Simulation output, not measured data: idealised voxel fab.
process module | voxel ribs on slabs
cross-section cut | 290 nm wide | cells 5 nm
A cross-section is a grid of square cells, given in bands from the top down. A band is one or more rows of cells.
Each band's line starts with the height of the band's top and of its bottom, in nm. Then come its materials from left to right, each with its width in nm. One material with "throughout" fills the band from edge to edge. "air" is empty space.
Height 0 is the level under which the wafer as received is all one material. The lowest band goes on downwards, as in "0 down".
A width such as "30 to 40" changes by the same amount from each row of cells to the next, from the band's top row to its bottom row.
"no change" after a step means that no cell of the cross-section changed.
closed voids: empty space of 8 cells or more with no open way to the top, each as width x height at its distance from the left edge, in nm
after a step's settings: what the simulator itself notes on the step
overlay nm, on a step with a mask: how far to the right of its planned place the mask lay; to the left if negative
plan
1 op RECEIVE | material Si
2 op DIRECTIONAL_DEP | material SiO2 | thk nm 30
3 op DIRECTIONAL_DEP | material SiN | thk nm 15
4 op DIRECTIONAL_DEP | material aC | thk nm 15
5 op PATTERN | tone cover | mask id RIB | material resist | width nm 15 | thk nm 35 | overlay nm 0
6 op DIRECTIONAL_ETCH | etch materials aC | depth nm 15
7 op STRIP | etch materials resist
8 op DIRECTIONAL_ETCH | etch materials SiN | depth nm 10
9 op STRIP | etch materials aC
10 op DIRECTIONAL_DEP | material aC | thk nm 10
11 op PATTERN | tone cover | mask id SLAB | material resist | width nm 65 | thk nm 30 | overlay nm 0
12 op DIRECTIONAL_ETCH | etch materials aC | depth nm 10
13 op STRIP | etch materials resist
14 op DIRECTIONAL_ETCH | etch materials SiN | depth nm 5
15 op STRIP | etch materials aC
16 op FILL_DEP | material SiO2 | thk nm 25
17 op CMP | height nm 65
18 op DIRECTIONAL_DEP | material TiN | thk nm 10
19 op MASKED_ETCH | tone cover | mask id HEATER | width nm 25 | etch materials TiN | depth nm 10 | overlay nm 0
20 op CONFORMAL_DEP | material SiO2 | thk nm 5
as received, after step 1
  0 down: Si throughout
  closed voids: none
first wafer at the end, as planned
  80 to 75: air 125 | SiO2 35 | air 130
  75 to 70: air 125 | SiO2 5 | TiN 25 | SiO2 5 | air 130
  70 to 65: SiO2 130 | TiN 25 | SiO2 135
  65 to 45: SiO2 throughout
  45 to 35: SiO2 135 | SiN 15 | SiO2 140
  35 to 30: SiO2 110 | SiN 65 | SiO2 115
  30 to 0: SiO2 throughout
  0 down: Si throughout
  closed voids: none
second wafer at the end: like start, like plan, one mistake
  80 to 75: air 125 | SiO2 35 | air 130
  75 to 70: air 125 | SiO2 5 | TiN 25 | SiO2 5 | air 130
  70 to 65: SiO2 130 | TiN 25 | SiO2 135
  65 to 45: SiO2 throughout
  45 to 30: TiN throughout
  30 to 0: SiO2 throughout
  0 down: Si throughout
  closed voids: none
what went wrong: step 3 ran as: op DIRECTIONAL_DEP | material TiN | thk nm 15
at the end the second wafer has, in cells: 19 fewer of SiN | 155 fewer of SiO2 | 174 more of TiN
